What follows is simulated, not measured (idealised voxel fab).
process module | voxel double patterning
cross-section cut | 265 nm wide | cells 5 nm
A cross-section is a grid of square cells, given in bands from the top down. A band is one or more rows of cells.
Each band's line starts with the height of the band's top and of its bottom, in nm. Then come its materials from left to right, each with its width in nm. One material with "throughout" fills the band from edge to edge. "air" is empty space.
Height 0 is the level under which the wafer as received is all one material. The lowest band goes on downwards, as in "0 down".
A width such as "30 to 40" changes by the same amount from each row of cells to the next, from the band's top row to its bottom row.
"no change" after a step means that no cell of the cross-section changed.
closed voids: empty space of 8 cells or more with no open way to the top, each as width x height at its distance from the left edge, in nm
after a step's settings: what the simulator itself notes on the step
overlay nm, on a step with a mask: how far to the right of its planned place the mask lay; to the left if negative
plan
1 op RECEIVE | material Si
2 op CONFORMAL_DEP | material SiO2 | thk nm 10
3 op DIRECTIONAL_DEP | material W | thk nm 20
4 op DIRECTIONAL_DEP | material SiCN | thk nm 10
5 op DIRECTIONAL_DEP | material aC | thk nm 10
6 op PATTERN | tone open | mask id FIRST | material resist | width nm 15 | pitch nm 50 | thk nm 30 | overlay nm 0
7 op DIRECTIONAL_ETCH | etch materials aC | depth nm 10
8 op STRIP | etch materials resist
9 op DIRECTIONAL_ETCH | etch materials SiCN | depth nm 10
10 op STRIP | etch materials aC
11 op MASKED_ETCH | tone open | mask id SECOND | width nm 15 | etch materials SiCN | depth nm 10 | overlay nm 0
12 op DIRECTIONAL_ETCH | etch materials W | depth nm 20
13 op STRIP | etch materials SiCN
first wafer, as planned
as received, after step 1
  0 down: Si throughout
  closed voids: none
after step 2
  10 to 0: SiO2 throughout
  below 0: unchanged
after step 3
  30 to 10: W throughout
  below 10: unchanged
after step 4
  40 to 30: SiCN throughout
  below 30: unchanged
after step 5
  50 to 40: aC throughout
  below 40: unchanged
after step 6
  80 to 50: resist 100 | air 15 | resist 35 | air 15 | resist 100
  below 50: unchanged
after step 7
  70 to 50: resist 100 | air 15 | resist 35 | air 15 | resist 100
  50 to 40: aC 100 | air 15 | aC 35 | air 15 | aC 100
  below 40: unchanged
after step 8
  50 to 40: aC 100 | air 15 | aC 35 | air 15 | aC 100
  below 40: unchanged
after step 9
  50 to 40: aC 100 | air 15 | aC 35 | air 15 | aC 100
  40 to 30: SiCN 100 | air 15 | SiCN 35 | air 15 | SiCN 100
  below 30: unchanged
after step 10
  40 to 30: SiCN 100 | air 15 | SiCN 35 | air 15 | SiCN 100
  below 30: unchanged
after step 11
  40 to 30: SiCN 100 | air 15 | SiCN 10 | air 15 | SiCN 10 | air 15 | SiCN 100
  below 30: unchanged
after step 12
  40 to 30: SiCN 100 | air 15 | SiCN 10 | air 15 | SiCN 10 | air 15 | SiCN 100
  30 to 10: W 100 | air 15 | W 10 | air 15 | W 10 | air 15 | W 100
  below 10: unchanged
after step 13
  30 to 10: W 100 | air 15 | W 10 | air 15 | W 10 | air 15 | W 100
  below 10: unchanged
second wafer: like start, like plan, one mistake. Through step 2 it matches the first wafer
when step 3 should have ended
  30 to 0: SiO2 throughout
  below 0: unchanged
when step 4 should have ended
  40 to 30: SiCN throughout
  below 30: unchanged
when step 5 should have ended
  50 to 40: aC throughout
  below 40: unchanged
when step 6 should have ended
  80 to 50: resist 100 | air 15 | resist 35 | air 15 | resist 100
  below 50: unchanged
when step 7 should have ended
  70 to 50: resist 100 | air 15 | resist 35 | air 15 | resist 100
  50 to 40: aC 100 | air 15 | aC 35 | air 15 | aC 100
  below 40: unchanged
when step 8 should have ended
  50 to 40: aC 100 | air 15 | aC 35 | air 15 | aC 100
  below 40: unchanged
when step 9 should have ended
  50 to 40: aC 100 | air 15 | aC 35 | air 15 | aC 100
  40 to 30: SiCN 100 | air 15 | SiCN 35 | air 15 | SiCN 100
  below 30: unchanged
when step 10 should have ended
  40 to 30: SiCN 100 | air 15 | SiCN 35 | air 15 | SiCN 100
  below 30: unchanged
when step 11 should have ended
  40 to 30: SiCN 100 | air 15 | SiCN 10 | air 15 | SiCN 10 | air 15 | SiCN 100
  below 30: unchanged
when step 12 should have ended: no change
when step 13 should have ended
  30 to 0: SiO2 throughout
  below 0: unchanged
what went wrong: step 3 ran as: op DIRECTIONAL_DEP | material SiO2 | thk nm 20
at the end the second wafer has, in cells: 212 more of SiO2 | 176 fewer of W
